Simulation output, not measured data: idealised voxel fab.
Title: Process Module voxel plated lines
Square cell edge 5 nm, section width 295 nm, ID cut.
A cross-section in this document is a grid of square cells, and it is written down as bands, the top band listed before the ones below it; a band is made up of one or more rows of cells. First you get the band's top height and its bottom height, in nm, and then the materials it's made of, left to right, with each width in nm. If you see a single material with "full width", that one covers the band edge to edge. "air" is empty space. Heights are expressed relative to 0, this being the level below which the as-received wafer comprises one material exclusively. The lowest band is unbounded in the downward direction and is denoted as in "0 down". The two numbers in a width such as "30..40" mark its ends across the band: the first belongs to the top row of cells, the second to the bottom row, and from each row to the next the width moves by the same amount. Basically "no alterations made" means that step didn't change any cell in the cross-section. "Closed empty spaces" contains a list of empty spaces, each no smaller than 8 cells and without an open way to the top, written in the form width x height at distance with the distance from the left edge and all three in nm. Read whatever lies past the settings on a step's line as the simulator's own remark about the step. The line of a step may include "overlay nm". On a step with a mask, this value is how far to the right of its planned place the mask lay. A negative value means the mask lay to the left.

### Process steps - plan
1: RECEIVE, material Si
2: CONFORMAL_DEP, material SiN, thk nm 5
3: DIRECTIONAL_DEP, material TiN, thk nm 5
4: PATTERN, tone open, mask id LINES, material resist, width nm 15, pitch nm 40, thk nm 40, overlay nm 0
5: EPI, material Ru, thk nm 10
6: EPI, material Ru, thk nm 5
7: EPI, material Ru, thk nm 5
8: STRIP, etch materials resist
9: DIRECTIONAL_ETCH, etch materials TiN, depth nm 5
10: CONFORMAL_DEP, material SiN, thk nm 10
Every wafer here starts from the same state; it is the step 4 width nm that distinguishes them, and the value the plan gives belongs to the first wafer.

### Here's the first of the wafers in cross-section, just as we got it, i.e. after step 1
    0 down = Si full width
    Closed empty spaces: none

### Table: wafers, a row each; end-of-module cell change per material since receipt, gain (+), loss (-); then closed voids
width nm 15, +36 Ru, +237 SiN, +9 TiN, Closed empty spaces: none
width nm 20, +48 Ru, +237 SiN, +12 TiN, Closed empty spaces: none
width nm 25, +60 Ru, +227 SiN, +15 TiN, Closed empty spaces: none
